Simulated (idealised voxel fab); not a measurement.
This is a process module. Its name is voxel wiring stack.
The figure presents cross-section cut, which has a width of 170 nm and is divided into square cells with an edge length of 5 nm.
Format of a cross-section: grid, square cells. Given as bands. Order: top down. Band: one or more rows of cells. Within each band entry, the heights of the top and of the bottom of the band appear first, in that order and in nm; the materials of the band then follow from left to right, each with its corresponding width in nm. The designation "all across" on a single material indicates that it fills the band from edge to edge; the designation "air" indicates empty space. All heights in this document are referenced to 0, defined as the level beneath which the wafer, as received, consists entirely of one material. The lowest band is not bounded below; it extends indefinitely downward and is written in the form "0 and below". You'd read "30 to 40" like this: the band's top row of cells is as wide as the first number, its bottom row is as wide as the second, and going down, every row changes width by the same amount as the row before did. "all unchanged", as given for a step, is the statement that not any cell of the cross-section underwent a change during that step. The label "Sealed-off cavities" introduces a list of the empty spaces, 8 cells or larger, that have no open way up to the top; each entry in it reads width x height at distance, where the distance is taken from the left edge and all three are stated in nm. Anything after a step's settings on that line? It's the simulator's own note about the step. Among the settings permitted on a step's line is "overlay nm"; applied to a step with a mask, it specifies the extent to which the mask lay to the right of its planned position, whereas a negative figure signifies a position to the left.
The process steps that were planned are listed below
step 1: RECEIVE | material Si
step 2: CONFORMAL_DEP | material SiO2 | thk nm 10
step 3: DIRECTIONAL_DEP | material TiN | thk nm 5
step 4: DIRECTIONAL_DEP | material Ru | thk nm 25
step 5: PATTERN | tone cover | mask id METAL_1 | material resist | width nm 15 | pitch nm 45 | thk nm 20 | overlay nm 0
step 6: DIRECTIONAL_ETCH | etch materials Ru | depth nm 25
step 7: DIRECTIONAL_ETCH | etch materials TiN | depth nm 5
step 8: STRIP | etch materials resist
step 9: CONFORMAL_DEP | material SiN | thk nm 5
step 10: FILL_DEP | material lowk | thk nm 10
step 11: CMP | height nm 40
step 12: CONFORMAL_DEP | material SiCN | thk nm 5
step 13: DIRECTIONAL_DEP | material SiO2 | thk nm 10
step 14: DIRECTIONAL_DEP | material aC | thk nm 10
step 15: PATTERN | tone open | mask id PLUG_1 | material resist | width nm 15 | pitch nm 45 | thk nm 30 | overlay nm 0
step 16: DIRECTIONAL_ETCH | etch materials aC | depth nm 10
step 17: STRIP | etch materials resist
step 18: DIRECTIONAL_ETCH | etch materials SiO2 | depth nm 10
step 19: DIRECTIONAL_ETCH | etch materials SiCN | depth nm 5
step 20: STRIP | etch materials aC
step 21: CONFORMAL_DEP | material TiN | thk nm 5
step 22: FILL_DEP | material Cu | thk nm 5
step 23: CMP | height nm 55
step 24: DIRECTIONAL_DEP | material TiN | thk nm 5
step 25: DIRECTIONAL_DEP | material Ru | thk nm 20
step 26: PATTERN | tone cover | mask id METAL_2 | material resist | width nm 20 | pitch nm 45 | thk nm 15 | overlay nm 0
step 27: DIRECTIONAL_ETCH | etch materials Ru | depth nm 20
step 28: DIRECTIONAL_ETCH | etch materials TiN | depth nm 5
step 29: STRIP | etch materials resist
step 30: FILL_DEP | material lowk | thk nm 5
step 31: CMP | height nm 80
step 32: CONFORMAL_DEP | material SiCN | thk nm 5
It is noted that the wafers described herein are identical at the outset and are distinguished by the width nm of step 5; the value stated in the plan corresponds to the first wafer.
So this is the first of several wafers, cross-sectioned as it came to us, meaning it's at the end of step 1
    0 and below = Si all across
    Sealed-off cavities: none
The cross-section of the first of several wafers is given below for the end of the module, after its final step, step 32
    85 down to 80 = SiCN all across
    80 down to 60 = lowk 50, Ru 20, lowk 25, Ru 20, lowk 55
    60 down to 55 = lowk 50, TiN 20, lowk 25, TiN 20, lowk 55
    55 down to 45 = SiO2 50, TiN 5, Cu 5, TiN 5, SiO2 30, TiN 5, Cu 5, TiN 5, SiO2 60
    45 down to 40 = SiCN 50, TiN 15, SiCN 30, TiN 15, SiCN 60
    40 down to 15 = lowk 50, SiN 5, Ru 15, SiN 5, lowk 20, SiN 5, Ru 15, SiN 5, lowk 50
    15 down to 10 = SiN 55, TiN 15, SiN 30, TiN 15, SiN 55
    10 down to 0 = SiO2 all across
    0 and below = Si all across
    Sealed-off cavities: none
Module end, final wafer: cross-section
    85 down to 80 = SiCN all across
    80 down to 60 = lowk 50, Ru 20, lowk 25, Ru 20, lowk 55
    60 down to 55 = lowk 50, TiN 20, lowk 25, TiN 20, lowk 55
    55 down to 45 = SiO2 50, TiN 5, Cu 5, TiN 5, SiO2 30, TiN 5, Cu 5, TiN 5, SiO2 60
    45 down to 40 = SiCN 50, TiN 15, SiCN 30, TiN 15, SiCN 60
    40 down to 15 = lowk 40, SiN 5, Ru 30, SiN 5, lowk 5, SiN 5, Ru 30, SiN 5, lowk 45
    15 down to 10 = SiN 45, TiN 30, SiN 15, TiN 30, SiN 50
    10 down to 0 = SiO2 all across
    0 and below = Si all across
    Sealed-off cavities: none
Row per wafer, end-of-module: cell gain (+)/loss (-) by material since the wafer came in, then closed voids
width nm 15, +4 Cu, +62 Ru, +62 SiCN, +48 SiN, +124 SiO2, +28 TiN, +250 lowk, Sealed-off cavities: none
width nm 20, +4 Cu, +72 Ru, +62 SiCN, +46 SiN, +124 SiO2, +30 TiN, +240 lowk, Sealed-off cavities: none
width nm 25, +4 Cu, +82 Ru, +62 SiCN, +44 SiN, +124 SiO2, +32 TiN, +230 lowk, Sealed-off cavities: none
width nm 30, +4 Cu, +92 Ru, +62 SiCN, +42 SiN, +124 SiO2, +34 TiN, +220 lowk, Sealed-off cavities: none
